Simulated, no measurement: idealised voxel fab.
Process module name: voxel lift off
Shown is cross-section cut, with a width of 155 nm and square cells of size 5 nm.
A cross-section is written here as square cells arranged in a grid, and it is given in bands from the top down, each band taking up one or more rows of cells. Heights first: top, then bottom, in nm. Then materials, left to right, each with a width in nm. "all across" on a single material: fills the band edge to edge. "empty": empty space. Note: height 0 marks the level under which the wafer is uniformly one material as received. Lowest band unbounded below, written "0 -> down". Quick explanation for "30..40": the width changes in equal steps down the rows of cells, from the first number in the band's top row to the second number in its bottom row. The designation "same as before", where it is given for a processing step, indicates that no cell of the cross-section was altered in the course of that step. The entry titled "Closed-off voids" provides the empty spaces that have no open way to the top, restricted to those of 8 cells or more. Each is presented as width x height at distance, the distance being measured from the left edge, with all three in nm. The remark found on a step's line after its settings is issued by the simulator itself and pertains to that step. overlay nm: right-of-plan distance of the mask on a masked step; negative values mean left-of-plan.

# The planned process steps are enumerated hereunder
- 1: RECEIVE, material Si
- 2: CONFORMAL_DEP, material SiN, thk nm 10
- 3: PATTERN, tone open, mask id LINES, material resist, width nm 25, pitch nm 40, thk nm 30, overlay nm 0
- 4: DIRECTIONAL_DEP, material Ru, thk nm 15
- 5: STRIP, etch materials resist
- 6: CONFORMAL_DEP, material SiCN, thk nm 5

# Wafer cross-section on receipt, i.e. after step 1
  0 -> down: Si all across
  Closed-off voids: none

# Cross-sectional image of the first of two wafers at the end of the module, the run having proceeded as planned
  30 -> 25: 20 empty  35 SiCN  5 empty  35 SiCN  5 empty  35 SiCN  20 empty
  25 -> 15: 20 empty  5 SiCN  25 Ru  5 SiCN  5 empty  5 SiCN  25 Ru  5 SiCN  5 empty  5 SiCN  25 Ru  5 SiCN  20 empty
  15 -> 10: 25 SiCN  25 Ru  15 SiCN  25 Ru  15 SiCN  25 Ru  25 SiCN
  10 -> 0: SiN all across
  0 -> down: Si all across
  Closed-off voids: none

# This is the second of the two wafers, cross-sectioned at the end of the module; it started exactly like the first and was given the same plan, but it was run with one mistake
  15 -> 10: SiCN all across
  10 -> 0: SiN all across
  0 -> down: Si all across
  Closed-off voids: none
Plan not followed: step 4 of the plan was bypassed and not carried out
Per the end-of-run cell counts, the second wafer holds more or fewer of some materials than the first: 45 fewer of Ru | 18 fewer of SiCN
